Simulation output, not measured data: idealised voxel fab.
process module | voxel wiring stack
cross-section cut | 270 nm wide | cells 5 nm
A cross-section is a grid of square cells, given in bands from the top down. A band is one or more rows of cells.
Each band's line starts with the height of the band's top and of its bottom, in nm. Then come its materials from left to right, each with its width in nm. One material with "throughout" fills the band from edge to edge. "air" is empty space.
Height 0 is the level under which the wafer as received is all one material. The lowest band goes on downwards, as in "0 down".
A width such as "30 to 40" changes by the same amount from each row of cells to the next, from the band's top row to its bottom row.
"no change" after a step means that no cell of the cross-section changed.
closed voids: empty space of 8 cells or more with no open way to the top, each as width x height at its distance from the left edge, in nm
after a step's settings: what the simulator itself notes on the step
overlay nm, on a step with a mask: how far to the right of its planned place the mask lay; to the left if negative
plan
1 op RECEIVE | material Si
2 op CONFORMAL_DEP | material SiO2 | thk nm 10
3 op DIRECTIONAL_DEP | material TiN | thk nm 5
4 op DIRECTIONAL_DEP | material Ru | thk nm 25
5 op DIRECTIONAL_DEP | material aC | thk nm 10
6 op PATTERN | tone cover | mask id METAL_1 | material resist | width nm 20 | pitch nm 45 | thk nm 25 | overlay nm 0
7 op DIRECTIONAL_ETCH | etch materials aC | depth nm 10
8 op STRIP | etch materials resist
9 op DIRECTIONAL_ETCH | etch materials Ru | depth nm 25
10 op DIRECTIONAL_ETCH | etch materials TiN | depth nm 5
11 op STRIP | etch materials aC
12 op CONFORMAL_DEP | material SiCN | thk nm 5
13 op FILL_DEP | material SiO2 | thk nm 10
14 op CMP | height nm 40
15 op CONFORMAL_DEP | material SiCN | thk nm 5
16 op DIRECTIONAL_DEP | material lowk | thk nm 10
17 op PATTERN | tone open | mask id PLUG_1 | material resist | width nm 15 | pitch nm 90 | thk nm 20 | overlay nm 0
18 op DIRECTIONAL_ETCH | etch materials lowk | depth nm 10
19 op DIRECTIONAL_ETCH | etch materials SiCN | depth nm 5
20 op STRIP | etch materials resist
21 op CONFORMAL_DEP | material TiN | thk nm 5
22 op FILL_DEP | material Ru | thk nm 10
23 op CMP | height nm 55
24 op CONFORMAL_DEP | material SiCN | thk nm 5
25 op DIRECTIONAL_DEP | material lowk | thk nm 20
26 op PATTERN | tone open | mask id METAL_2 | material resist | width nm 20 | pitch nm 45 | thk nm 15 | overlay nm 0
27 op DIRECTIONAL_ETCH | etch materials lowk | depth nm 20
28 op DIRECTIONAL_ETCH | etch materials SiCN | depth nm 5
29 op STRIP | etch materials resist
30 op CONFORMAL_DEP | material TiN | thk nm 5
31 op FILL_DEP | material W | thk nm 10
32 op CMP | height nm 80
33 op CONFORMAL_DEP | material SiCN | thk nm 5
34 op DIRECTIONAL_DEP | material lowk | thk nm 30
35 op DIRECTIONAL_DEP | material aC | thk nm 10
36 op PATTERN | tone open | mask id METAL_3 | material resist | width nm 20 | pitch nm 45 | thk nm 30 | overlay nm 0
37 op DIRECTIONAL_ETCH | etch materials aC | depth nm 10
38 op STRIP | etch materials resist
39 op DIRECTIONAL_ETCH | etch materials lowk | depth nm 20
40 op STRIP | etch materials aC
41 op DIRECTIONAL_DEP | material aC | thk nm 10
42 op PATTERN | tone open | mask id METAL_3_HOLES | material resist | width nm 15 | pitch nm 90 | thk nm 30 | overlay nm 0
43 op DIRECTIONAL_ETCH | etch materials aC | depth nm 10
44 op STRIP | etch materials resist
45 op DIRECTIONAL_ETCH | etch materials lowk | depth nm 10
46 op DIRECTIONAL_ETCH | etch materials SiCN | depth nm 5
47 op STRIP | etch materials aC
48 op CONFORMAL_DEP | material TiN | thk nm 5
49 op FILL_DEP | material Ru | thk nm 10
50 op CMP | height nm 115
51 op CONFORMAL_DEP | material SiCN | thk nm 5
52 op DIRECTIONAL_DEP | material SiO2 | thk nm 10
53 op DIRECTIONAL_DEP | material aC | thk nm 15
54 op PATTERN | tone open | mask id PLUG_3 | material resist | width nm 15 | pitch nm 45 | thk nm 35 | overlay nm 0
55 op DIRECTIONAL_ETCH | etch materials aC | depth nm 15
56 op STRIP | etch materials resist
57 op DIRECTIONAL_ETCH | etch materials SiO2 | depth nm 10
58 op DIRECTIONAL_ETCH | etch materials SiCN | depth nm 5
59 op STRIP | etch materials aC
60 op EPI | material Ru | thk nm 10
61 op EPI | material Ru | thk nm 5
62 op CONFORMAL_DEP | material SiCN | thk nm 5
63 op DIRECTIONAL_DEP | material SiO2 | thk nm 20
64 op PATTERN | tone open | mask id METAL_4 | material resist | width nm 20 | pitch nm 45 | thk nm 20 | overlay nm 0
65 op DIRECTIONAL_ETCH | etch materials SiO2 | depth nm 20
66 op DIRECTIONAL_ETCH | etch materials SiCN | depth nm 5
67 op STRIP | etch materials resist
68 op CONFORMAL_DEP | material TiN | thk nm 5
69 op FILL_DEP | material W | thk nm 5
70 op CMP | height nm 155
71 op CONFORMAL_DEP | material SiCN | thk nm 5
first wafer, as planned
as received, after step 1
  0 down: Si throughout
  closed voids: none
after step 2
  10 to 0: SiO2 throughout
  below 0: unchanged
after step 3
  15 to 10: TiN throughout
  below 10: unchanged
after step 4
  40 to 15: Ru throughout
  below 15: unchanged
after step 5
  50 to 40: aC throughout
  below 40: unchanged
after step 6
  75 to 50: air 55 | resist 20 | air 25 | resist 20 | air 25 | resist 20 | air 25 | resist 20 | air 60
  below 50: unchanged
after step 7
  65 to 50: air 55 | resist 20 | air 25 | resist 20 | air 25 | resist 20 | air 25 | resist 20 | air 60
  50 to 40: air 55 | aC 20 | air 25 | aC 20 | air 25 | aC 20 | air 25 | aC 20 | air 60
  below 40: unchanged
after step 8
  50 to 40: air 55 | aC 20 | air 25 | aC 20 | air 25 | aC 20 | air 25 | aC 20 | air 60
  below 40: unchanged
after step 9
  50 to 40: air 55 | aC 20 | air 25 | aC 20 | air 25 | aC 20 | air 25 | aC 20 | air 60
  40 to 15: air 55 | Ru 20 | air 25 | Ru 20 | air 25 | Ru 20 | air 25 | Ru 20 | air 60
  below 15: unchanged
after step 10
  50 to 40: air 55 | aC 20 | air 25 | aC 20 | air 25 | aC 20 | air 25 | aC 20 | air 60
  40 to 15: air 55 | Ru 20 | air 25 | Ru 20 | air 25 | Ru 20 | air 25 | Ru 20 | air 60
  15 to 10: air 55 | TiN 20 | air 25 | TiN 20 | air 25 | TiN 20 | air 25 | TiN 20 | air 60
  below 10: unchanged
after step 11
  40 to 15: air 55 | Ru 20 | air 25 | Ru 20 | air 25 | Ru 20 | air 25 | Ru 20 | air 60
  below 15: unchanged
after step 12
  45 to 40: air 50 | SiCN 30 | air 15 | SiCN 30 | air 15 | SiCN 30 | air 15 | SiCN 30 | air 55
  40 to 15: air 50 | SiCN 5 | Ru 20 | SiCN 5 | air 15 | SiCN 5 | Ru 20 | SiCN 5 | air 15 | SiCN 5 | Ru 20 | SiCN 5 | air 15 | SiCN 5 | Ru 20 | SiCN 5 | air 55
  15 to 10: SiCN 55 | TiN 20 | SiCN 25 | TiN 20 | SiCN 25 | TiN 20 | SiCN 25 | TiN 20 | SiCN 60
  below 10: unchanged
after step 13
  55 to 45: SiO2 throughout
  45 to 40: SiO2 50 | SiCN 30 | SiO2 15 | SiCN 30 | SiO2 15 | SiCN 30 | SiO2 15 | SiCN 30 | SiO2 55
  40 to 15: SiO2 50 | SiCN 5 | Ru 20 | SiCN 5 | SiO2 15 | SiCN 5 | Ru 20 | SiCN 5 | SiO2 15 | SiCN 5 | Ru 20 | SiCN 5 | SiO2 15 | SiCN 5 | Ru 20 | SiCN 5 | SiO2 55
  below 15: unchanged
after step 14
  40 to 15: SiO2 50 | SiCN 5 | Ru 20 | SiCN 5 | SiO2 15 | SiCN 5 | Ru 20 | SiCN 5 | SiO2 15 | SiCN 5 | Ru 20 | SiCN 5 | SiO2 15 | SiCN 5 | Ru 20 | SiCN 5 | SiO2 55
  below 15: unchanged
after step 15
  45 to 40: SiCN throughout
  below 40: unchanged
after step 16
  55 to 45: lowk throughout
  below 45: unchanged
after step 17
  75 to 55: resist 55 | air 15 | resist 75 | air 15 | resist 110
  below 55: unchanged
after step 18
  75 to 55: resist 55 | air 15 | resist 75 | air 15 | resist 110
  55 to 45: lowk 55 | air 15 | lowk 75 | air 15 | lowk 110
  below 45: unchanged
after step 19
  75 to 55: resist 55 | air 15 | resist 75 | air 15 | resist 110
  55 to 45: lowk 55 | air 15 | lowk 75 | air 15 | lowk 110
  45 to 40: SiCN 55 | air 15 | SiCN 75 | air 15 | SiCN 110
  below 40: unchanged
after step 20
  55 to 45: lowk 55 | air 15 | lowk 75 | air 15 | lowk 110
  below 45: unchanged
after step 21
  60 to 55: TiN 60 | air 5 | TiN 85 | air 5 | TiN 115
  55 to 45: lowk 55 | TiN 5 | air 5 | TiN 5 | lowk 75 | TiN 5 | air 5 | TiN 5 | lowk 110
  45 to 40: SiCN 55 | TiN 15 | SiCN 75 | TiN 15 | SiCN 110
  below 40: unchanged
after step 22
  70 to 60: Ru throughout
  60 to 55: TiN 60 | Ru 5 | TiN 85 | Ru 5 | TiN 115
  55 to 45: lowk 55 | TiN 5 | Ru 5 | TiN 5 | lowk 75 | TiN 5 | Ru 5 | TiN 5 | lowk 110
  below 45: unchanged
after step 23
  55 to 45: lowk 55 | TiN 5 | Ru 5 | TiN 5 | lowk 75 | TiN 5 | Ru 5 | TiN 5 | lowk 110
  below 45: unchanged
after step 24
  60 to 55: SiCN throughout
  below 55: unchanged
after step 25
  80 to 60: lowk throughout
  below 60: unchanged
after step 26
  95 to 80: resist 55 | air 20 | resist 25 | air 20 | resist 25 | air 20 | resist 25 | air 20 | resist 60
  below 80: unchanged
after step 27
  95 to 80: resist 55 | air 20 | resist 25 | air 20 | resist 25 | air 20 | resist 25 | air 20 | resist 60
  80 to 60: lowk 55 | air 20 | lowk 25 | air 20 | lowk 25 | air 20 | lowk 25 | air 20 | lowk 60
  below 60: unchanged
after step 28
  95 to 80: resist 55 | air 20 | resist 25 | air 20 | resist 25 | air 20 | resist 25 | air 20 | resist 60
  80 to 60: lowk 55 | air 20 | lowk 25 | air 20 | lowk 25 | air 20 | lowk 25 | air 20 | lowk 60
  60 to 55: SiCN 55 | air 20 | SiCN 25 | air 20 | SiCN 25 | air 20 | SiCN 25 | air 20 | SiCN 60
  below 55: unchanged
after step 29
  80 to 60: lowk 55 | air 20 | lowk 25 | air 20 | lowk 25 | air 20 | lowk 25 | air 20 | lowk 60
  below 60: unchanged
after step 30
  85 to 80: TiN 60 | air 10 | TiN 35 | air 10 | TiN 35 | air 10 | TiN 35 | air 10 | TiN 65
  80 to 60: lowk 55 | TiN 5 | air 10 | TiN 5 | lowk 25 | TiN 5 | air 10 | TiN 5 | lowk 25 | TiN 5 | air 10 | TiN 5 | lowk 25 | TiN 5 | air 10 | TiN 5 | lowk 60
  60 to 55: SiCN 55 | TiN 20 | SiCN 25 | TiN 20 | SiCN 25 | TiN 20 | SiCN 25 | TiN 20 | SiCN 60
  below 55: unchanged
after step 31
  95 to 85: W throughout
  85 to 80: TiN 60 | W 10 | TiN 35 | W 10 | TiN 35 | W 10 | TiN 35 | W 10 | TiN 65
  80 to 60: lowk 55 | TiN 5 | W 10 | TiN 5 | lowk 25 | TiN 5 | W 10 | TiN 5 | lowk 25 | TiN 5 | W 10 | TiN 5 | lowk 25 | TiN 5 | W 10 | TiN 5 | lowk 60
  below 60: unchanged
after step 32
  80 to 60: lowk 55 | TiN 5 | W 10 | TiN 5 | lowk 25 | TiN 5 | W 10 | TiN 5 | lowk 25 | TiN 5 | W 10 | TiN 5 | lowk 25 | TiN 5 | W 10 | TiN 5 | lowk 60
  below 60: unchanged
after step 33
  85 to 80: SiCN throughout
  below 80: unchanged
after step 34
  115 to 85: lowk throughout
  below 85: unchanged
after step 35
  125 to 115: aC throughout
  below 115: unchanged
after step 36
  155 to 125: resist 55 | air 20 | resist 25 | air 20 | resist 25 | air 20 | resist 25 | air 20 | resist 60
  below 125: unchanged
after step 37
  145 to 125: resist 55 | air 20 | resist 25 | air 20 | resist 25 | air 20 | resist 25 | air 20 | resist 60
  125 to 115: aC 55 | air 20 | aC 25 | air 20 | aC 25 | air 20 | aC 25 | air 20 | aC 60
  below 115: unchanged
after step 38
  125 to 115: aC 55 | air 20 | aC 25 | air 20 | aC 25 | air 20 | aC 25 | air 20 | aC 60
  below 115: unchanged
after step 39
  125 to 115: aC 55 | air 20 | aC 25 | air 20 | aC 25 | air 20 | aC 25 | air 20 | aC 60
  115 to 95: lowk 55 | air 20 | lowk 25 | air 20 | lowk 25 | air 20 | lowk 25 | air 20 | lowk 60
  below 95: unchanged
after step 40
  115 to 95: lowk 55 | air 20 | lowk 25 | air 20 | lowk 25 | air 20 | lowk 25 | air 20 | lowk 60
  below 95: unchanged
after step 41
  125 to 115: aC 55 | air 20 | aC 25 | air 20 | aC 25 | air 20 | aC 25 | air 20 | aC 60
  115 to 105: lowk 55 | air 20 | lowk 25 | air 20 | lowk 25 | air 20 | lowk 25 | air 20 | lowk 60
  105 to 95: lowk 55 | aC 20 | lowk 25 | aC 20 | lowk 25 | aC 20 | lowk 25 | aC 20 | lowk 60
  below 95: unchanged
after step 42
  155 to 125: resist 55 | air 15 | resist 75 | air 15 | resist 110
  125 to 115: aC 55 | air 15 | resist 5 | aC 25 | resist 20 | aC 25 | air 15 | resist 5 | aC 25 | resist 20 | aC 60
  115 to 105: lowk 55 | air 15 | resist 5 | lowk 25 | resist 20 | lowk 25 | air 15 | resist 5 | lowk 25 | resist 20 | lowk 60
  below 105: unchanged
after step 43
  145 to 125: resist 55 | air 15 | resist 75 | air 15 | resist 110
  125 to 115: aC 55 | air 15 | resist 5 | aC 25 | resist 20 | aC 25 | air 15 | resist 5 | aC 25 | resist 20 | aC 60
  115 to 105: lowk 55 | air 15 | resist 5 | lowk 25 | resist 20 | lowk 25 | air 15 | resist 5 | lowk 25 | resist 20 | lowk 60
  105 to 95: lowk 55 | air 15 | aC 5 | lowk 25 | aC 20 | lowk 25 | air 15 | aC 5 | lowk 25 | aC 20 | lowk 60
  below 95: unchanged
after step 44
  125 to 115: aC 55 | air 20 | aC 25 | air 20 | aC 25 | air 20 | aC 25 | air 20 | aC 60
  115 to 105: lowk 55 | air 20 | lowk 25 | air 20 | lowk 25 | air 20 | lowk 25 | air 20 | lowk 60
  below 105: unchanged
after step 45
  125 to 115: aC 55 | air 20 | aC 25 | air 20 | aC 25 | air 20 | aC 25 | air 20 | aC 60
  115 to 105: lowk 55 | air 20 | lowk 25 | air 20 | lowk 25 | air 20 | lowk 25 | air 20 | lowk 60
  105 to 95: lowk 55 | air 15 | aC 5 | lowk 25 | aC 20 | lowk 25 | air 15 | aC 5 | lowk 25 | aC 20 | lowk 60
  95 to 85: lowk 55 | air 15 | lowk 75 | air 15 | lowk 110
  below 85: unchanged
after step 46
  125 to 115: aC 55 | air 20 | aC 25 | air 20 | aC 25 | air 20 | aC 25 | air 20 | aC 60
  115 to 105: lowk 55 | air 20 | lowk 25 | air 20 | lowk 25 | air 20 | lowk 25 | air 20 | lowk 60
  105 to 95: lowk 55 | air 15 | aC 5 | lowk 25 | aC 20 | lowk 25 | air 15 | aC 5 | lowk 25 | aC 20 | lowk 60
  95 to 85: lowk 55 | air 15 | lowk 75 | air 15 | lowk 110
  85 to 80: SiCN 55 | air 15 | SiCN 75 | air 15 | SiCN 110
  below 80: unchanged
after step 47
  115 to 95: lowk 55 | air 20 | lowk 25 | air 20 | lowk 25 | air 20 | lowk 25 | air 20 | lowk 60
  below 95: unchanged
after step 48
  120 to 115: TiN 60 | air 10 | TiN 35 | air 10 | TiN 35 | air 10 | TiN 35 | air 10 | TiN 65
  115 to 100: lowk 55 | TiN 5 | air 10 | TiN 5 | lowk 25 | TiN 5 | air 10 | TiN 5 | lowk 25 | TiN 5 | air 10 | TiN 5 | lowk 25 | TiN 5 | air 10 | TiN 5 | lowk 60
  100 to 95: lowk 55 | TiN 5 | air 5 | TiN 10 | lowk 25 | TiN 20 | lowk 25 | TiN 5 | air 5 | TiN 10 | lowk 25 | TiN 20 | lowk 60
  95 to 85: lowk 55 | TiN 5 | air 5 | TiN 5 | lowk 75 | TiN 5 | air 5 | TiN 5 | lowk 110
  85 to 80: SiCN 55 | TiN 15 | SiCN 75 | TiN 15 | SiCN 110
  below 80: unchanged
after step 49
  130 to 120: Ru throughout
  120 to 115: TiN 60 | Ru 10 | TiN 35 | Ru 10 | TiN 35 | Ru 10 | TiN 35 | Ru 10 | TiN 65
  115 to 100: lowk 55 | TiN 5 | Ru 10 | TiN 5 | lowk 25 | TiN 5 | Ru 10 | TiN 5 | lowk 25 | TiN 5 | Ru 10 | TiN 5 | lowk 25 | TiN 5 | Ru 10 | TiN 5 | lowk 60
  100 to 95: lowk 55 | TiN 5 | Ru 5 | TiN 10 | lowk 25 | TiN 20 | lowk 25 | TiN 5 | Ru 5 | TiN 10 | lowk 25 | TiN 20 | lowk 60
  95 to 85: lowk 55 | TiN 5 | Ru 5 | TiN 5 | lowk 75 | TiN 5 | Ru 5 | TiN 5 | lowk 110
  below 85: unchanged
after step 50
  115 to 100: lowk 55 | TiN 5 | Ru 10 | TiN 5 | lowk 25 | TiN 5 | Ru 10 | TiN 5 | lowk 25 | TiN 5 | Ru 10 | TiN 5 | lowk 25 | TiN 5 | Ru 10 | TiN 5 | lowk 60
  below 100: unchanged
after step 51
  120 to 115: SiCN throughout
  below 115: unchanged
after step 52
  130 to 120: SiO2 throughout
  below 120: unchanged
after step 53
  145 to 130: aC throughout
  below 130: unchanged
after step 54
  180 to 145: resist 55 | air 15 | resist 30 | air 15 | resist 30 | air 15 | resist 30 | air 15 | resist 65
  below 145: unchanged
after step 55
  165 to 145: resist 55 | air 15 | resist 30 | air 15 | resist 30 | air 15 | resist 30 | air 15 | resist 65
  145 to 130: aC 55 | air 15 | aC 30 | air 15 | aC 30 | air 15 | aC 30 | air 15 | aC 65
  below 130: unchanged
after step 56
  145 to 130: aC 55 | air 15 | aC 30 | air 15 | aC 30 | air 15 | aC 30 | air 15 | aC 65
  below 130: unchanged
after step 57
  145 to 130: aC 55 | air 15 | aC 30 | air 15 | aC 30 | air 15 | aC 30 | air 15 | aC 65
  130 to 120: SiO2 55 | air 15 | SiO2 30 | air 15 | SiO2 30 | air 15 | SiO2 30 | air 15 | SiO2 65
  below 120: unchanged
after step 58
  145 to 130: aC 55 | air 15 | aC 30 | air 15 | aC 30 | air 15 | aC 30 | air 15 | aC 65
  130 to 120: SiO2 55 | air 15 | SiO2 30 | air 15 | SiO2 30 | air 15 | SiO2 30 | air 15 | SiO2 65
  120 to 115: SiCN 55 | air 15 | SiCN 30 | air 15 | SiCN 30 | air 15 | SiCN 30 | air 15 | SiCN 65
  below 115: unchanged
after step 59
  130 to 120: SiO2 55 | air 15 | SiO2 30 | air 15 | SiO2 30 | air 15 | SiO2 30 | air 15 | SiO2 65
  below 120: unchanged
after step 60
  130 to 125: SiO2 55 | air 15 | SiO2 30 | air 15 | SiO2 30 | air 15 | SiO2 30 | air 15 | SiO2 65
  125 to 120: SiO2 55 | Ru 15 | SiO2 30 | Ru 15 | SiO2 30 | Ru 15 | SiO2 30 | Ru 15 | SiO2 65
  120 to 115: SiCN 55 | Ru 15 | SiCN 30 | Ru 15 | SiCN 30 | Ru 15 | SiCN 30 | Ru 15 | SiCN 65
  below 115: unchanged
after step 61
  130 to 120: SiO2 55 | Ru 15 | SiO2 30 | Ru 15 | SiO2 30 | Ru 15 | SiO2 30 | Ru 15 | SiO2 65
  below 120: unchanged
after step 62
  135 to 130: SiCN throughout
  below 130: unchanged
after step 63
  155 to 135: SiO2 throughout
  below 135: unchanged
after step 64
  175 to 155: resist 55 | air 20 | resist 25 | air 20 | resist 25 | air 20 | resist 25 | air 20 | resist 60
  below 155: unchanged
after step 65
  175 to 155: resist 55 | air 20 | resist 25 | air 20 | resist 25 | air 20 | resist 25 | air 20 | resist 60
  155 to 135: SiO2 55 | air 20 | SiO2 25 | air 20 | SiO2 25 | air 20 | SiO2 25 | air 20 | SiO2 60
  below 135: unchanged
after step 66
  175 to 155: resist 55 | air 20 | resist 25 | air 20 | resist 25 | air 20 | resist 25 | air 20 | resist 60
  155 to 135: SiO2 55 | air 20 | SiO2 25 | air 20 | SiO2 25 | air 20 | SiO2 25 | air 20 | SiO2 60
  135 to 130: SiCN 55 | air 20 | SiCN 25 | air 20 | SiCN 25 | air 20 | SiCN 25 | air 20 | SiCN 60
  below 130: unchanged
after step 67
  155 to 135: SiO2 55 | air 20 | SiO2 25 | air 20 | SiO2 25 | air 20 | SiO2 25 | air 20 | SiO2 60
  below 135: unchanged
after step 68
  160 to 155: TiN 60 | air 10 | TiN 35 | air 10 | TiN 35 | air 10 | TiN 35 | air 10 | TiN 65
  155 to 135: SiO2 55 | TiN 5 | air 10 | TiN 5 | SiO2 25 | TiN 5 | air 10 | TiN 5 | SiO2 25 | TiN 5 | air 10 | TiN 5 | SiO2 25 | TiN 5 | air 10 | TiN 5 | SiO2 60
  135 to 130: SiCN 55 | TiN 20 | SiCN 25 | TiN 20 | SiCN 25 | TiN 20 | SiCN 25 | TiN 20 | SiCN 60
  below 130: unchanged
after step 69
  165 to 160: W throughout
  160 to 155: TiN 60 | W 10 | TiN 35 | W 10 | TiN 35 | W 10 | TiN 35 | W 10 | TiN 65
  155 to 135: SiO2 55 | TiN 5 | W 10 | TiN 5 | SiO2 25 | TiN 5 | W 10 | TiN 5 | SiO2 25 | TiN 5 | W 10 | TiN 5 | SiO2 25 | TiN 5 | W 10 | TiN 5 | SiO2 60
  below 135: unchanged
after step 70
  155 to 135: SiO2 55 | TiN 5 | W 10 | TiN 5 | SiO2 25 | TiN 5 | W 10 | TiN 5 | SiO2 25 | TiN 5 | W 10 | TiN 5 | SiO2 25 | TiN 5 | W 10 | TiN 5 | SiO2 60
  below 135: unchanged
after step 71
  160 to 155: SiCN throughout
  below 155: unchanged
second wafer: like start, like plan, one mistake. Through step 59 it matches the first wafer
when step 60 should have ended
  135 to 130: air 50 | Ru 25 | air 20 | Ru 25 | air 20 | Ru 25 | air 20 | Ru 25 | air 60
  130 to 120: SiO2 55 | Ru 15 | SiO2 30 | Ru 15 | SiO2 30 | Ru 15 | SiO2 30 | Ru 15 | SiO2 65
  120 to 115: SiCN 55 | Ru 15 | SiCN 30 | Ru 15 | SiCN 30 | Ru 15 | SiCN 30 | Ru 15 | SiCN 65
  below 115: unchanged
when step 61 should have ended
  140 to 130: air 45 | Ru 35 | air 10 | Ru 35 | air 10 | Ru 35 | air 10 | Ru 35 | air 55
  below 130: unchanged
when step 62 should have ended
  145 to 140: air 40 | SiCN 180 | air 50
  140 to 135: air 40 | SiCN 5 | Ru 35 | SiCN 10 | Ru 35 | SiCN 10 | Ru 35 | SiCN 10 | Ru 35 | SiCN 5 | air 50
  135 to 130: SiCN 45 | Ru 35 | SiCN 10 | Ru 35 | SiCN 10 | Ru 35 | SiCN 10 | Ru 35 | SiCN 55
  below 130: unchanged
when step 63 should have ended
  165 to 155: air 40 | SiO2 180 | air 50
  155 to 145: SiO2 throughout
  145 to 140: SiO2 40 | SiCN 180 | SiO2 50
  140 to 135: SiO2 40 | SiCN 5 | Ru 35 | SiCN 10 | Ru 35 | SiCN 10 | Ru 35 | SiCN 10 | Ru 35 | SiCN 5 | SiO2 50
  below 135: unchanged
when step 64 should have ended
  185 to 165: resist 55 | air 20 | resist 25 | air 20 | resist 25 | air 20 | resist 25 | air 20 | resist 60
  165 to 155: resist 40 | SiO2 180 | resist 50
  below 155: unchanged
when step 65 should have ended
  185 to 165: resist 55 | air 20 | resist 25 | air 20 | resist 25 | air 20 | resist 25 | air 20 | resist 60
  165 to 155: resist 40 | SiO2 15 | air 20 | SiO2 25 | air 20 | SiO2 25 | air 20 | SiO2 25 | air 20 | SiO2 10 | resist 50
  155 to 145: SiO2 55 | air 20 | SiO2 25 | air 20 | SiO2 25 | air 20 | SiO2 25 | air 20 | SiO2 60
  below 145: unchanged
when step 66 should have ended
  185 to 165: resist 55 | air 20 | resist 25 | air 20 | resist 25 | air 20 | resist 25 | air 20 | resist 60
  165 to 155: resist 40 | SiO2 15 | air 20 | SiO2 25 | air 20 | SiO2 25 | air 20 | SiO2 25 | air 20 | SiO2 10 | resist 50
  155 to 145: SiO2 55 | air 20 | SiO2 25 | air 20 | SiO2 25 | air 20 | SiO2 25 | air 20 | SiO2 60
  145 to 140: SiO2 40 | SiCN 15 | air 20 | SiCN 25 | air 20 | SiCN 25 | air 20 | SiCN 25 | air 20 | SiCN 10 | SiO2 50
  below 140: unchanged
when step 67 should have ended
  165 to 155: air 40 | SiO2 15 | air 20 | SiO2 25 | air 20 | SiO2 25 | air 20 | SiO2 25 | air 20 | SiO2 10 | air 50
  below 155: unchanged
when step 68 should have ended
  170 to 165: air 35 | TiN 25 | air 10 | TiN 35 | air 10 | TiN 35 | air 10 | TiN 35 | air 10 | TiN 20 | air 45
  165 to 160: air 35 | TiN 5 | SiO2 15 | TiN 5 | air 10 | TiN 5 | SiO2 25 | TiN 5 | air 10 | TiN 5 | SiO2 25 | TiN 5 | air 10 | TiN 5 | SiO2 25 | TiN 5 | air 10 | TiN 5 | SiO2 10 | TiN 5 | air 45
  160 to 155: TiN 40 | SiO2 15 | TiN 5 | air 10 | TiN 5 | SiO2 25 | TiN 5 | air 10 | TiN 5 | SiO2 25 | TiN 5 | air 10 | TiN 5 | SiO2 25 | TiN 5 | air 10 | TiN 5 | SiO2 10 | TiN 50
  155 to 145: SiO2 55 | TiN 5 | air 10 | TiN 5 | SiO2 25 | TiN 5 | air 10 | TiN 5 | SiO2 25 | TiN 5 | air 10 | TiN 5 | SiO2 25 | TiN 5 | air 10 | TiN 5 | SiO2 60
  145 to 140: SiO2 40 | SiCN 15 | TiN 20 | SiCN 25 | TiN 20 | SiCN 25 | TiN 20 | SiCN 25 | TiN 20 | SiCN 10 | SiO2 50
  below 140: unchanged
when step 69 should have ended
  175 to 170: W throughout
  170 to 165: W 35 | TiN 25 | W 10 | TiN 35 | W 10 | TiN 35 | W 10 | TiN 35 | W 10 | TiN 20 | W 45
  165 to 160: W 35 | TiN 5 | SiO2 15 | TiN 5 | W 10 | TiN 5 | SiO2 25 | TiN 5 | W 10 | TiN 5 | SiO2 25 | TiN 5 | W 10 | TiN 5 | SiO2 25 | TiN 5 | W 10 | TiN 5 | SiO2 10 | TiN 5 | W 45
  160 to 155: TiN 40 | SiO2 15 | TiN 5 | W 10 | TiN 5 | SiO2 25 | TiN 5 | W 10 | TiN 5 | SiO2 25 | TiN 5 | W 10 | TiN 5 | SiO2 25 | TiN 5 | W 10 | TiN 5 | SiO2 10 | TiN 50
  155 to 145: SiO2 55 | TiN 5 | W 10 | TiN 5 | SiO2 25 | TiN 5 | W 10 | TiN 5 | SiO2 25 | TiN 5 | W 10 | TiN 5 | SiO2 25 | TiN 5 | W 10 | TiN 5 | SiO2 60
  below 145: unchanged
when step 70 should have ended
  155 to 145: SiO2 55 | TiN 5 | W 10 | TiN 5 | SiO2 25 | TiN 5 | W 10 | TiN 5 | SiO2 25 | TiN 5 | W 10 | TiN 5 | SiO2 25 | TiN 5 | W 10 | TiN 5 | SiO2 60
  below 145: unchanged
when step 71 should have ended
  160 to 155: SiCN throughout
  below 155: unchanged
what went wrong: step 60 was run twice
at the end the second wafer has, in cells: 56 more of Ru | 16 more of SiCN | 40 fewer of SiO2 | 16 fewer of TiN | 16 fewer of W
